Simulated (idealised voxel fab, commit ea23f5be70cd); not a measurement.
voxel capacitor over wiring: a process module
Square cells of 5 nm make up the cross-section cut, whose width is 225 nm.
Notation: cross-section as square-cell grid; stated in bands, top first, going down; one or more cell rows per band. Heads up on the band format: heights come first, top then bottom, in nm. After that it's the materials left to right, each with its width in nm. A single material flagged "edge to edge" fills the whole band edge to edge, and "air" means there's empty space there. All heights in this document are referenced to 0, defined as the level beneath which the wafer, as received, consists entirely of one material. The lowest band is not bounded below; it extends indefinitely downward and is written in the form "z 0 and below". Width "30..40": first value at the band's top row of cells, second value at its bottom row, equal change from row to row. Reading "nothing got changed" for a step: not a cell of the cross-section changed in it. Entry "Closed cavities". Content: empty spaces with no open connection to the top, size 8 cells or greater. Each: width x height at distance. Distance: from left edge. Unit: nm. Where a step's line continues beyond its settings, the continuation is a remark by the simulator itself on that step. A step line may carry the setting "overlay nm", which, for steps involving a mask, states the distance by which the mask lay to the right of its intended position; negative values denote displacement to the left. Note on reading: below, each pair holds a cross-section from before one process step and one from after it; the one from after shows only down to the lowest band that changed. Beneath the pair, the step in between is stated along with its settings. The pairs can stem from different runs of this module on the same starting wafer. Where a pair's entry headed "Pre-process state" says so, and only there, that pair continues from the pair above it.
-- Pre-process state
    z 70 to 65 = TiN edge to edge
    z 65 to 60 = SiN edge to edge
    z 60 to 55 = TiN edge to edge
    z 55 to 50 = SiCN 60 nm  TiN 15 nm  SiCN 150 nm
    z 50 to 35 = lowk edge to edge
    z 35 to 20 = lowk 45 nm  SiCN 5 nm  W 25 nm  SiCN 5 nm  lowk 60 nm  SiCN 5 nm  W 25 nm  SiCN 5 nm  lowk 50 nm
    z 20 to 15 = SiCN 50 nm  TiN 25 nm  SiCN 70 nm  TiN 25 nm  SiCN 55 nm
    z 15 to 0 = SiO2 edge to edge
    z 0 and below = Si edge to edge
    Closed cavities: none
-- Result of Step
    z 85 to 70 = air 60 nm  resist 75 nm  air 90 nm
    Under the height 70 nothing was changed.
    Closed cavities: none
Applied between the two views above: PATTERN (tone cover; mask id UPPER_PLATE; material resist; width nm 75; thk nm 15; overlay nm 0)
Pre-process state: This step starts from the configuration shown after the step in the pair immediately above.
-- Result of Step
    z 85 to 70 = air 60 nm  resist 75 nm  air 90 nm
    z 70 to 65 = air 60 nm  TiN 75 nm  air 90 nm
    Under the height 65 nothing was changed.
    Closed cavities: none
Applied between the two views above: DIRECTIONAL_ETCH (etch materials TiN; depth nm 5)
Pre-process state: This step starts from the configuration shown after the step in the pair immediately above.
-- Result of Step
    z 85 to 70 = air 60 nm  resist 75 nm  air 90 nm
    z 70 to 65 = air 60 nm  TiN 75 nm  air 90 nm
    z 65 to 60 = air 60 nm  SiN 75 nm  air 90 nm
    Under the height 60 nothing was changed.
    Closed cavities: none
Applied between the two views above: DIRECTIONAL_ETCH (etch materials SiN; depth nm 5)
Pre-process state: This step starts from the configuration shown after the step in the pair immediately above.
-- Result of Step
    z 70 to 65 = air 60 nm  TiN 75 nm  air 90 nm
    Under the height 65 nothing was changed.
    Closed cavities: none
Applied between the two views above: STRIP (etch materials resist)
Pre-process state: This step starts from the configuration shown after the step in the pair immediately above.
-- Result of Step
    z 70 to 65 = air 60 nm  TiN 75 nm  air 90 nm
    z 65 to 60 = air 60 nm  SiN 75 nm  air 90 nm
    z 60 to 55 = air 55 nm  TiN 85 nm  air 85 nm
    Under the height 55 nothing was changed.
    Closed cavities: none
Applied between the two views above: MASKED_ETCH (tone cover; mask id LOWER_PLATE; width nm 85; etch materials TiN; depth nm 5; overlay nm 0)
Pre-process state: This step starts from the configuration shown after the step in the pair immediately above.
-- Result of Step
    z 90 to 70 = SiO2 edge to edge
    z 70 to 65 = SiO2 60 nm  TiN 75 nm  SiO2 90 nm
    z 65 to 60 = SiO2 60 nm  SiN 75 nm  SiO2 90 nm
    z 60 to 55 = SiO2 55 nm  TiN 85 nm  SiO2 85 nm
    Under the height 55 nothing was changed.
    Closed cavities: none
Applied between the two views above: FILL_DEP (material SiO2; thk nm 20)
Pre-process state: This step starts from the configuration shown after the step in the pair immediately above.
-- Result of Step
    z 85 to 70 = SiO2 edge to edge
    Under the height 70 nothing was changed.
    Closed cavities: none
Applied between the two views above: CMP (height nm 85)
Pre-process state: This step starts from the configuration shown after the step in the pair immediately above.
-- Result of Step
    z 85 to 70 = SiO2 70 nm  air 15 nm  SiO2 140 nm
    Under the height 70 nothing was changed.
    Closed cavities: none
Applied between the two views above: MASKED_ETCH (tone open; mask id PLUG_2; width nm 15; etch materials SiO2; depth nm 15; overlay nm 0)
Pre-process state: This step starts from the configuration shown after the step in the pair immediately above.
-- Result of Step
    z 90 to 85 = TiN 75 nm  air 5 nm  TiN 145 nm
    z 85 to 75 = SiO2 70 nm  TiN 5 nm  air 5 nm  TiN 5 nm  SiO2 140 nm
    z 75 to 65 = SiO2 70..60 nm  TiN 15..75 nm  SiO2 140..90 nm
    Under the height 65 nothing was changed.
    Closed cavities: none
Applied between the two views above: CONFORMAL_DEP (material TiN; thk nm 5)
Pre-process state: This step starts from the configuration shown after the step in the pair immediately above.
-- Result of Step
    z 100 to 90 = Ru edge to edge
    z 90 to 85 = TiN 75 nm  Ru 5 nm  TiN 145 nm
    z 85 to 75 = SiO2 70 nm  TiN 5 nm  Ru 5 nm  TiN 5 nm  SiO2 140 nm
    Under the height 75 nothing was changed.
    Closed cavities: none
Applied between the two views above: FILL_DEP (material Ru; thk nm 10)
Pre-process state: This step starts from the configuration shown after the step in the pair immediately above.
-- Result of Step
    z 85 to 75 = SiO2 70 nm  TiN 5 nm  Ru 5 nm  TiN 5 nm  SiO2 140 nm
    Under the height 75 nothing was changed.
    Closed cavities: none
Applied between the two views above: CMP (height nm 85)
Pre-process state: This step starts from the configuration shown after the step in the pair immediately above.
-- Result of Step
    z 90 to 85 = SiN edge to edge
    Under the height 85 nothing was changed.
    Closed cavities: none
Applied between the two views above: CONFORMAL_DEP (material SiN; thk nm 5)
-- Pre-process state
    z 65 to 60 = SiN edge to edge
    z 60 to 55 = TiN edge to edge
    z 55 to 40 = lowk 60 nm  TiN 5 nm  Ru 5 nm  TiN 5 nm  lowk 150 nm
    z 40 to 35 = SiCN 60 nm  TiN 15 nm  SiCN 150 nm
    z 35 to 20 = lowk 45 nm  SiCN 5 nm  W 25 nm  SiCN 5 nm  lowk 60 nm  SiCN 5 nm  W 25 nm  SiCN 5 nm  lowk 50 nm
    z 20 to 15 = SiCN 50 nm  TiN 25 nm  SiCN 70 nm  TiN 25 nm  SiCN 55 nm
    z 15 to 0 = SiO2 edge to edge
    z 0 and below = Si edge to edge
    Closed cavities: none
-- Result of Step
    z 80 to 65 = TiN edge to edge
    Under the height 65 nothing was changed.
    Closed cavities: none
Applied between the two views above: DIRECTIONAL_DEP (material TiN; thk nm 15)
Pre-process state: This step starts from the configuration shown after the step in the pair immediately above.
-- Result of Step
    z 95 to 80 = air 60 nm  resist 75 nm  air 90 nm
    Under the height 80 nothing was changed.
    Closed cavities: none
Applied between the two views above: PATTERN (tone cover; mask id UPPER_PLATE; material resist; width nm 75; thk nm 15; overlay nm 0)
Pre-process state: This step starts from the configuration shown after the step in the pair immediately above.
-- Result of Step
    z 95 to 80 = air 60 nm  resist 75 nm  air 90 nm
    z 80 to 75 = air 60 nm  TiN 75 nm  air 90 nm
    Under the height 75 nothing was changed.
    Closed cavities: none
Applied between the two views above: DIRECTIONAL_ETCH (etch materials TiN; depth nm 5)
Pre-process state: This step starts from the configuration shown after the step in the pair immediately above.
-- Result of Step
    z 80 to 75 = air 60 nm  TiN 75 nm  air 90 nm
    Under the height 75 nothing was changed.
    Closed cavities: none
Applied between the two views above: STRIP (etch materials resist)
Pre-process state: This step starts from the configuration shown after the step in the pair immediately above.
-- Result of Step
    z 80 to 70 = air 60..55 nm  TiN 75..85 nm  air 90..85 nm
    Under the height 70 nothing was changed.
    Closed cavities: none
Applied between the two views above: MASKED_ETCH (tone cover; mask id LOWER_PLATE; width nm 85; etch materials TiN; depth nm 5; overlay nm 0)
Pre-process state: This step starts from the configuration shown after the step in the pair immediately above.
-- Result of Step
    z 100 to 80 = SiO2 edge to edge
    z 80 to 70 = SiO2 60..55 nm  TiN 75..85 nm  SiO2 90..85 nm
    Under the height 70 nothing was changed.
    Closed cavities: none
Applied between the two views above: FILL_DEP (material SiO2; thk nm 20)
Pre-process state: This step starts from the configuration shown after the step in the pair immediately above.
-- Result of Step
    z 85 to 80 = SiO2 edge to edge
    Under the height 80 nothing was changed.
    Closed cavities: none
Applied between the two views above: CMP (height nm 85)
Pre-process state: This step starts from the configuration shown after the step in the pair immediately above.
-- Result of Step
    z 85 to 80 = SiO2 70 nm  air 15 nm  SiO2 140 nm
    Under the height 80 nothing was changed.
    Closed cavities: none
Applied between the two views above: MASKED_ETCH (tone open; mask id PLUG_2; width nm 15; etch materials SiO2; depth nm 15; overlay nm 0)
Pre-process state: This step starts from the configuration shown after the step in the pair immediately above.
-- Result of Step
    z 90 to 85 = TiN 75 nm  air 5 nm  TiN 145 nm
    z 85 to 75 = SiO2 70..60 nm  TiN 15..75 nm  SiO2 140..90 nm
    Under the height 75 nothing was changed.
    Closed cavities: none
Applied between the two views above: CONFORMAL_DEP (material TiN; thk nm 5)
Pre-process state: This step starts from the configuration shown after the step in the pair immediately above.
-- Result of Step
    z 100 to 90 = Ru edge to edge
    z 90 to 85 = TiN 75 nm  Ru 5 nm  TiN 145 nm
    Under the height 85 nothing was changed.
    Closed cavities: none
Applied between the two views above: FILL_DEP (material Ru; thk nm 10)
Pre-process state: This step starts from the configuration shown after the step in the pair immediately above.
-- Result of Step
    z 85 to 75 = SiO2 70..60 nm  TiN 15..75 nm  SiO2 140..90 nm
    Under the height 75 nothing was changed.
    Closed cavities: none
Applied between the two views above: CMP (height nm 85)
Pre-process state: This step starts from the configuration shown after the step in the pair immediately above.
-- Result of Step
    z 90 to 85 = SiN edge to edge
    Under the height 85 nothing was changed.
    Closed cavities: none
Applied between the two views above: CONFORMAL_DEP (material SiN; thk nm 5)
-- Pre-process state
    z 55 to 40 = lowk edge to edge
    z 40 to 35 = SiCN edge to edge
    z 35 to 20 = lowk 45 nm  SiCN 5 nm  W 25 nm  SiCN 5 nm  lowk 60 nm  SiCN 5 nm  W 25 nm  SiCN 5 nm  lowk 50 nm
    z 20 to 15 = SiCN 50 nm  TiN 25 nm  SiCN 70 nm  TiN 25 nm  SiCN 55 nm
    z 15 to 0 = SiO2 edge to edge
    z 0 and below = Si edge to edge
    Closed cavities: none
-- Result of Step
    z 75 to 55 = resist 60 nm  air 20 nm  resist 145 nm
    Under the height 55 nothing was changed.
    Closed cavities: none
Applied between the two views above: PATTERN (tone open; mask id PLUG_1; material resist; width nm 20; thk nm 20; overlay nm 0)
Pre-process state: This step starts from the configuration shown after the step in the pair immediately above.
-- Result of Step
    z 75 to 55 = resist 60 nm  air 20 nm  resist 145 nm
    z 55 to 40 = lowk 60 nm  air 20 nm  lowk 145 nm
    Under the height 40 nothing was changed.
    Closed cavities: none
Applied between the two views above: DIRECTIONAL_ETCH (etch materials lowk; depth nm 15)
Pre-process state: This step starts from the configuration shown after the step in the pair immediately above.
-- Result of Step
    z 75 to 55 = resist 60 nm  air 20 nm  resist 145 nm
    z 55 to 40 = lowk 60 nm  air 20 nm  lowk 145 nm
    z 40 to 35 = SiCN 60 nm  air 20 nm  SiCN 145 nm
    Under the height 35 nothing was changed.
    Closed cavities: none
Applied between the two views above: DIRECTIONAL_ETCH (etch materials SiCN; depth nm 5)
Pre-process state: This step starts from the configuration shown after the step in the pair immediately above.
-- Result of Step
    z 55 to 40 = lowk 60 nm  air 20 nm  lowk 145 nm
    Under the height 40 nothing was changed.
    Closed cavities: none
Applied between the two views above: STRIP (etch materials resist)
Pre-process state: This step starts from the configuration shown after the step in the pair immediately above.
-- Result of Step
    z 60 to 55 = TiN 65 nm  air 10 nm  TiN 150 nm
    z 55 to 40 = lowk 60 nm  TiN 5 nm  air 10 nm  TiN 5 nm  lowk 145 nm
    z 40 to 35 = SiCN 60 nm  TiN 20 nm  SiCN 145 nm
    Under the height 35 nothing was changed.
    Closed cavities: none
Applied between the two views above: CONFORMAL_DEP (material TiN; thk nm 5)
Pre-process state: This step starts from the configuration shown after the step in the pair immediately above.
-- Result of Step
    z 70 to 60 = Ru edge to edge
    z 60 to 55 = TiN 65 nm  Ru 10 nm  TiN 150 nm
    z 55 to 40 = lowk 60 nm  TiN 5 nm  Ru 10 nm  TiN 5 nm  lowk 145 nm
    Under the height 40 nothing was changed.
    Closed cavities: none
Applied between the two views above: FILL_DEP (material Ru; thk nm 10)
Pre-process state: This step starts from the configuration shown after the step in the pair immediately above.
-- Result of Step
    z 55 to 40 = lowk 60 nm  TiN 5 nm  Ru 10 nm  TiN 5 nm  lowk 145 nm
    Under the height 40 nothing was changed.
    Closed cavities: none
Applied between the two views above: CMP (height nm 55)
Pre-process state: This step starts from the configuration shown after the step in the pair immediately above.
-- Result of Step
    z 60 to 55 = TiN edge to edge
    Under the height 55 nothing was changed.
    Closed cavities: none
Applied between the two views above: DIRECTIONAL_DEP (material TiN; thk nm 5)
Pre-process state: This step starts from the configuration shown after the step in the pair immediately above.
-- Result of Step
    z 65 to 60 = SiN edge to edge
    Under the height 60 nothing was changed.
    Closed cavities: none
Applied between the two views above: DIRECTIONAL_DEP (material SiN; thk nm 5)
Pre-process state: This step starts from the configuration shown after the step in the pair immediately above.
-- Result of Step
    z 70 to 65 = TiN edge to edge
    Under the height 65 nothing was changed.
    Closed cavities: none
Applied between the two views above: DIRECTIONAL_DEP (material TiN; thk nm 5)
Pre-process state: This step starts from the configuration shown after the step in the pair immediately above.
-- Result of Step
    z 85 to 70 = air 60 nm  resist 75 nm  air 90 nm
    Under the height 70 nothing was changed.
    Closed cavities: none
Applied between the two views above: PATTERN (tone cover; mask id UPPER_PLATE; material resist; width nm 75; thk nm 15; overlay nm 0)
Pre-process state: This step starts from the configuration shown after the step in the pair immediately above.
-- Result of Step
    z 85 to 70 = air 60 nm  resist 75 nm  air 90 nm
    z 70 to 65 = air 60 nm  TiN 75 nm  air 90 nm
    Under the height 65 nothing was changed.
    Closed cavities: none
Applied between the two views above: DIRECTIONAL_ETCH (etch materials TiN; depth nm 5)
Pre-process state: This step starts from the configuration shown after the step in the pair immediately above.
-- Result of Step
    z 85 to 70 = air 60 nm  resist 75 nm  air 90 nm
    z 70 to 65 = air 60 nm  TiN 75 nm  air 90 nm
    z 65 to 60 = air 60 nm  SiN 75 nm  air 90 nm
    Under the height 60 nothing was changed.
    Closed cavities: none
Applied between the two views above: DIRECTIONAL_ETCH (etch materials SiN; depth nm 5)
Pre-process state: This step starts from the configuration shown after the step in the pair immediately above.
-- Result of Step
    z 70 to 65 = air 60 nm  TiN 75 nm  air 90 nm
    Under the height 65 nothing was changed.
    Closed cavities: none
Applied between the two views above: STRIP (etch materials resist)
Pre-process state: This step starts from the configuration shown after the step in the pair immediately above.
-- Result of Step
    z 70 to 65 = air 60 nm  TiN 75 nm  air 90 nm
    z 65 to 60 = air 60 nm  SiN 75 nm  air 90 nm
    z 60 to 55 = air 55 nm  TiN 85 nm  air 85 nm
    Under the height 55 nothing was changed.
    Closed cavities: none
Applied between the two views above: MASKED_ETCH (tone cover; mask id LOWER_PLATE; width nm 85; etch materials TiN; depth nm 5; overlay nm 0)
Pre-process state: This step starts from the configuration shown after the step in the pair immediately above.
-- Result of Step
    z 90 to 70 = SiO2 edge to edge
    z 70 to 65 = SiO2 60 nm  TiN 75 nm  SiO2 90 nm
    z 65 to 60 = SiO2 60 nm  SiN 75 nm  SiO2 90 nm
    z 60 to 55 = SiO2 55 nm  TiN 85 nm  SiO2 85 nm
    Under the height 55 nothing was changed.
    Closed cavities: none
Applied between the two views above: FILL_DEP (material SiO2; thk nm 20)
Pre-process state: This step starts from the configuration shown after the step in the pair immediately above.
-- Result of Step
    z 85 to 70 = SiO2 edge to edge
    Under the height 70 nothing was changed.
    Closed cavities: none
Applied between the two views above: CMP (height nm 85)
Pre-process state: This step starts from the configuration shown after the step in the pair immediately above.
-- Result of Step
    z 85 to 70 = SiO2 70 nm  air 15 nm  SiO2 140 nm
    Under the height 70 nothing was changed.
    Closed cavities: none
Applied between the two views above: MASKED_ETCH (tone open; mask id PLUG_2; width nm 15; etch materials SiO2; depth nm 15; overlay nm 0)
Pre-process state: This step starts from the configuration shown after the step in the pair immediately above.
-- Result of Step
    z 90 to 85 = TiN 75 nm  air 5 nm  TiN 145 nm
    z 85 to 75 = SiO2 70 nm  TiN 5 nm  air 5 nm  TiN 5 nm  SiO2 140 nm
    z 75 to 65 = SiO2 70..60 nm  TiN 15..75 nm  SiO2 140..90 nm
    Under the height 65 nothing was changed.
    Closed cavities: none
Applied between the two views above: CONFORMAL_DEP (material TiN; thk nm 5)
Pre-process state: This step starts from the configuration shown after the step in the pair immediately above.
-- Result of Step
    z 100 to 90 = Ru edge to edge
    z 90 to 85 = TiN 75 nm  Ru 5 nm  TiN 145 nm
    z 85 to 75 = SiO2 70 nm  TiN 5 nm  Ru 5 nm  TiN 5 nm  SiO2 140 nm
    Under the height 75 nothing was changed.
    Closed cavities: none
Applied between the two views above: FILL_DEP (material Ru; thk nm 10)
Pre-process state: This step starts from the configuration shown after the step in the pair immediately above.
-- Result of Step
    z 85 to 75 = SiO2 70 nm  TiN 5 nm  Ru 5 nm  TiN 5 nm  SiO2 140 nm
    Under the height 75 nothing was changed.
    Closed cavities: none
Applied between the two views above: CMP (height nm 85)
Pre-process state: This step starts from the configuration shown after the step in the pair immediately above.
-- Result of Step
    z 90 to 85 = SiN edge to edge
    Under the height 85 nothing was changed.
    Closed cavities: none
Applied between the two views above: CONFORMAL_DEP (material SiN; thk nm 5)
-- Pre-process state
    z 35 to 20 = air 50 nm  W 25 nm  air 70 nm  W 25 nm  air 55 nm
    z 20 to 15 = TiN edge to edge
    z 15 to 0 = SiO2 edge to edge
    z 0 and below = Si edge to edge
    Closed cavities: none
-- Result of Step
    z 35 to 20 = air 50 nm  W 25 nm  air 70 nm  W 25 nm  air 55 nm
    z 20 to 15 = air 45 nm  TiN 30 nm  air 65 nm  TiN 30 nm  air 55 nm
    Under the height 15 nothing was changed.
    Closed cavities: none
Applied between the two views above: MASKED_ETCH (tone cover; mask id METAL_1; width nm 25; pitch nm 95; etch materials TiN; depth nm 5; overlay nm -5)
Pre-process state: This step starts from the configuration shown after the step in the pair immediately above.
-- Result of Step
    z 40 to 35 = air 45 nm  SiCN 35 nm  air 60 nm  SiCN 35 nm  air 50 nm
    z 35 to 25 = air 45 nm  SiCN 5 nm  W 25 nm  SiCN 5 nm  air 60 nm  SiCN 5 nm  W 25 nm  SiCN 5 nm  air 50 nm
    z 25 to 20 = air 40 nm  SiCN 10 nm  W 25 nm  SiCN 5 nm  air 55 nm  SiCN 10 nm  W 25 nm  SiCN 5 nm  air 50 nm
    z 20 to 15 = SiCN 45 nm  TiN 30 nm  SiCN 65 nm  TiN 30 nm  SiCN 55 nm
    Under the height 15 nothing was changed.
    Closed cavities: none
Applied between the two views above: CONFORMAL_DEP (material SiCN; thk nm 5)
Pre-process state: This step starts from the configuration shown after the step in the pair immediately above.
-- Result of Step
    z 45 to 40 = lowk edge to edge
    z 40 to 35 = lowk 45 nm  SiCN 35 nm  lowk 60 nm  SiCN 35 nm  lowk 50 nm
    z 35 to 25 = lowk 45 nm  SiCN 5 nm  W 25 nm  SiCN 5 nm  lowk 60 nm  SiCN 5 nm  W 25 nm  SiCN 5 nm  lowk 50 nm
    z 25 to 20 = lowk 40 nm  SiCN 10 nm  W 25 nm  SiCN 5 nm  lowk 55 nm  SiCN 10 nm  W 25 nm  SiCN 5 nm  lowk 50 nm
    Under the height 20 nothing was changed.
    Closed cavities: none
Applied between the two views above: FILL_DEP (material lowk; thk nm 5)
Pre-process state: This step starts from the configuration shown after the step in the pair immediately above.
-- Result of Step
    z 35 to 25 = lowk 45 nm  SiCN 5 nm  W 25 nm  SiCN 5 nm  lowk 60 nm  SiCN 5 nm  W 25 nm  SiCN 5 nm  lowk 50 nm
    Under the height 25 nothing was changed.
    Closed cavities: none
Applied between the two views above: CMP (height nm 35)
Pre-process state: This step starts from the configuration shown after the step in the pair immediately above.
-- Result of Step
    z 40 to 35 = SiCN edge to edge
    Under the height 35 nothing was changed.
    Closed cavities: none
Applied between the two views above: CONFORMAL_DEP (material SiCN; thk nm 5)
Pre-process state: This step starts from the configuration shown after the step in the pair immediately above.
-- Result of Step
    z 55 to 40 = lowk edge to edge
    Under the height 40 nothing was changed.
    Closed cavities: none
Applied between the two views above: DIRECTIONAL_DEP (material lowk; thk nm 15)
Pre-process state: This step starts from the configuration shown after the step in the pair immediately above.
-- Result of Step
    z 75 to 55 = resist 60 nm  air 15 nm  resist 150 nm
    Under the height 55 nothing was changed.
    Closed cavities: none
Applied between the two views above: PATTERN (tone open; mask id PLUG_1; material resist; width nm 15; thk nm 20; overlay nm 0)
Pre-process state: This step starts from the configuration shown after the step in the pair immediately above.
-- Result of Step
    z 75 to 55 = resist 60 nm  air 15 nm  resist 150 nm
    z 55 to 40 = lowk 60 nm  air 15 nm  lowk 150 nm
    Under the height 40 nothing was changed.
    Closed cavities: none
Applied between the two views above: DIRECTIONAL_ETCH (etch materials lowk; depth nm 15)
Pre-process state: This step starts from the configuration shown after the step in the pair immediately above.
-- Result of Step
    z 75 to 55 = resist 60 nm  air 15 nm  resist 150 nm
    z 55 to 40 = lowk 60 nm  air 15 nm  lowk 150 nm
    z 40 to 35 = SiCN 60 nm  air 15 nm  SiCN 150 nm
    Under the height 35 nothing was changed.
    Closed cavities: none
Applied between the two views above: DIRECTIONAL_ETCH (etch materials SiCN; depth nm 5)
Pre-process state: This step starts from the configuration shown after the step in the pair immediately above.
-- Result of Step
    z 55 to 40 = lowk 60 nm  air 15 nm  lowk 150 nm
    Under the height 40 nothing was changed.
    Closed cavities: none
Applied between the two views above: STRIP (etch materials resist)
Pre-process state: This step starts from the configuration shown after the step in the pair immediately above.
-- Result of Step
    z 60 to 55 = TiN 65 nm  air 5 nm  TiN 155 nm
    z 55 to 40 = lowk 60 nm  TiN 5 nm  air 5 nm  TiN 5 nm  lowk 150 nm
    z 40 to 35 = SiCN 60 nm  TiN 15 nm  SiCN 150 nm
    Under the height 35 nothing was changed.
    Closed cavities: none
Applied between the two views above: CONFORMAL_DEP (material TiN; thk nm 5)
Pre-process state: This step starts from the configuration shown after the step in the pair immediately above.
-- Result of Step
    z 70 to 60 = Ru edge to edge
    z 60 to 55 = TiN 65 nm  Ru 5 nm  TiN 155 nm
    z 55 to 40 = lowk 60 nm  TiN 5 nm  Ru 5 nm  TiN 5 nm  lowk 150 nm
    Under the height 40 nothing was changed.
    Closed cavities: none
Applied between the two views above: FILL_DEP (material Ru; thk nm 10)
Pre-process state: This step starts from the configuration shown after the step in the pair immediately above.
-- Result of Step
    z 55 to 40 = lowk 60 nm  TiN 5 nm  Ru 5 nm  TiN 5 nm  lowk 150 nm
    Under the height 40 nothing was changed.
    Closed cavities: none
Applied between the two views above: CMP (height nm 55)
Pre-process state: This step starts from the configuration shown after the step in the pair immediately above.
-- Result of Step
    z 60 to 55 = TiN edge to edge
    Under the height 55 nothing was changed.
    Closed cavities: none
Applied between the two views above: DIRECTIONAL_DEP (material TiN; thk nm 5)
Pre-process state: This step starts from the configuration shown after the step in the pair immediately above.
-- Result of Step
    z 65 to 60 = SiN edge to edge
    Under the height 60 nothing was changed.
    Closed cavities: none
Applied between the two views above: DIRECTIONAL_DEP (material SiN; thk nm 5)
Pre-process state: This step starts from the configuration shown after the step in the pair immediately above.
-- Result of Step
    z 70 to 65 = TiN edge to edge
    Under the height 65 nothing was changed.
    Closed cavities: none
Applied between the two views above: DIRECTIONAL_DEP (material TiN; thk nm 5)
Pre-process state: This step starts from the configuration shown after the step in the pair immediately above.
-- Result of Step
    z 85 to 70 = air 60 nm  resist 75 nm  air 90 nm
    Under the height 70 nothing was changed.
    Closed cavities: none
Applied between the two views above: PATTERN (tone cover; mask id UPPER_PLATE; material resist; width nm 75; thk nm 15; overlay nm 0)
Pre-process state: This step starts from the configuration shown after the step in the pair immediately above.
-- Result of Step
    z 85 to 70 = air 60 nm  resist 75 nm  air 90 nm
    z 70 to 65 = air 60 nm  TiN 75 nm  air 90 nm
    Under the height 65 nothing was changed.
    Closed cavities: none
Applied between the two views above: DIRECTIONAL_ETCH (etch materials TiN; depth nm 5)
Pre-process state: This step starts from the configuration shown after the step in the pair immediately above.
-- Result of Step
    z 85 to 70 = air 60 nm  resist 75 nm  air 90 nm
    z 70 to 65 = air 60 nm  TiN 75 nm  air 90 nm
    z 65 to 60 = air 60 nm  SiN 75 nm  air 90 nm
    Under the height 60 nothing was changed.
    Closed cavities: none
Applied between the two views above: DIRECTIONAL_ETCH (etch materials SiN; depth nm 5)
Pre-process state: This step starts from the configuration shown after the step in the pair immediately above.
-- Result of Step
    z 70 to 65 = air 60 nm  TiN 75 nm  air 90 nm
    Under the height 65 nothing was changed.
    Closed cavities: none
Applied between the two views above: STRIP (etch materials resist)
Pre-process state: This step starts from the configuration shown after the step in the pair immediately above.
-- Result of Step
    z 70 to 65 = air 60 nm  TiN 75 nm  air 90 nm
    z 65 to 60 = air 60 nm  SiN 75 nm  air 90 nm
    z 60 to 55 = air 55 nm  TiN 85 nm  air 85 nm
    Under the height 55 nothing was changed.
    Closed cavities: none
Applied between the two views above: MASKED_ETCH (tone cover; mask id LOWER_PLATE; width nm 85; etch materials TiN; depth nm 5; overlay nm 0)
Pre-process state: This step starts from the configuration shown after the step in the pair immediately above.
-- Result of Step
    z 90 to 70 = SiO2 edge to edge
    z 70 to 65 = SiO2 60 nm  TiN 75 nm  SiO2 90 nm
    z 65 to 60 = SiO2 60 nm  SiN 75 nm  SiO2 90 nm
    z 60 to 55 = SiO2 55 nm  TiN 85 nm  SiO2 85 nm
    Under the height 55 nothing was changed.
    Closed cavities: none
Applied between the two views above: FILL_DEP (material SiO2; thk nm 20)
Pre-process state: This step starts from the configuration shown after the step in the pair immediately above.
-- Result of Step
    z 85 to 70 = SiO2 edge to edge
    Under the height 70 nothing was changed.
    Closed cavities: none
Applied between the two views above: CMP (height nm 85)
Pre-process state: This step starts from the configuration shown after the step in the pair immediately above.
-- Result of Step
    z 85 to 70 = SiO2 70 nm  air 15 nm  SiO2 140 nm
    Under the height 70 nothing was changed.
    Closed cavities: none
Applied between the two views above: MASKED_ETCH (tone open; mask id PLUG_2; width nm 15; etch materials SiO2; depth nm 15; overlay nm 0)
Pre-process state: This step starts from the configuration shown after the step in the pair immediately above.
-- Result of Step
    z 90 to 85 = TiN 75 nm  air 5 nm  TiN 145 nm
    z 85 to 75 = SiO2 70 nm  TiN 5 nm  air 5 nm  TiN 5 nm  SiO2 140 nm
    z 75 to 65 = SiO2 70..60 nm  TiN 15..75 nm  SiO2 140..90 nm
    Under the height 65 nothing was changed.
    Closed cavities: none
Applied between the two views above: CONFORMAL_DEP (material TiN; thk nm 5)
Pre-process state: This step starts from the configuration shown after the step in the pair immediately above.
-- Result of Step
    z 100 to 90 = Ru edge to edge
    z 90 to 85 = TiN 75 nm  Ru 5 nm  TiN 145 nm
    z 85 to 75 = SiO2 70 nm  TiN 5 nm  Ru 5 nm  TiN 5 nm  SiO2 140 nm
    Under the height 75 nothing was changed.
    Closed cavities: none
Applied between the two views above: FILL_DEP (material Ru; thk nm 10)
Pre-process state: This step starts from the configuration shown after the step in the pair immediately above.
-- Result of Step
    z 85 to 75 = SiO2 70 nm  TiN 5 nm  Ru 5 nm  TiN 5 nm  SiO2 140 nm
    Under the height 75 nothing was changed.
    Closed cavities: none
Applied between the two views above: CMP (height nm 85)
Pre-process state: This step starts from the configuration shown after the step in the pair immediately above.
-- Result of Step
    z 90 to 85 = SiN edge to edge
    Under the height 85 nothing was changed.
    Closed cavities: none
Applied between the two views above: CONFORMAL_DEP (material SiN; thk nm 5)
-- Pre-process state
    z 15 to 0 = SiO2 edge to edge
    z 0 and below = Si edge to edge
    Closed cavities: none
-- Result of Step
    z 20 to 0 = SiO2 edge to edge
    Under the height 0 nothing was changed.
    Closed cavities: none
Applied between the two views above: DIRECTIONAL_DEP (material SiO2; thk nm 5)
Pre-process state: This step starts from the configuration shown after the step in the pair immediately above.
-- Result of Step
    z 35 to 20 = W edge to edge
    Under the height 20 nothing was changed.
    Closed cavities: none
Applied between the two views above: DIRECTIONAL_DEP (material W; thk nm 15)
Pre-process state: This step starts from the configuration shown after the step in the pair immediately above.
-- Result of Step
    z 35 to 20 = air 50 nm  W 25 nm  air 70 nm  W 25 nm  air 55 nm
    Under the height 20 nothing was changed.
    Closed cavities: none
Applied between the two views above: MASKED_ETCH (tone cover; mask id METAL_1; width nm 25; pitch nm 95; etch materials W; depth nm 15; overlay nm 0)
Pre-process state: This step starts from the configuration shown after the step in the pair immediately above.
-- Result of Step
    z 40 to 35 = air 45 nm  SiCN 35 nm  air 60 nm  SiCN 35 nm  air 50 nm
    z 35 to 25 = air 45 nm  SiCN 5 nm  W 25 nm  SiCN 5 nm  air 60 nm  SiCN 5 nm  W 25 nm  SiCN 5 nm  air 50 nm
    z 25 to 20 = SiCN 50 nm  W 25 nm  SiCN 70 nm  W 25 nm  SiCN 55 nm
    Under the height 20 nothing was changed.
    Closed cavities: none
Applied between the two views above: CONFORMAL_DEP (material SiCN; thk nm 5)
Pre-process state: This step starts from the configuration shown after the step in the pair immediately above.
-- Result of Step
    z 45 to 40 = lowk edge to edge
    z 40 to 35 = lowk 45 nm  SiCN 35 nm  lowk 60 nm  SiCN 35 nm  lowk 50 nm
    z 35 to 25 = lowk 45 nm  SiCN 5 nm  W 25 nm  SiCN 5 nm  lowk 60 nm  SiCN 5 nm  W 25 nm  SiCN 5 nm  lowk 50 nm
    Under the height 25 nothing was changed.
    Closed cavities: none
Applied between the two views above: FILL_DEP (material lowk; thk nm 5)
Pre-process state: This step starts from the configuration shown after the step in the pair immediately above.
-- Result of Step
    z 35 to 25 = lowk 45 nm  SiCN 5 nm  W 25 nm  SiCN 5 nm  lowk 60 nm  SiCN 5 nm  W 25 nm  SiCN 5 nm  lowk 50 nm
    Under the height 25 nothing was changed.
    Closed cavities: none
Applied between the two views above: CMP (height nm 35)
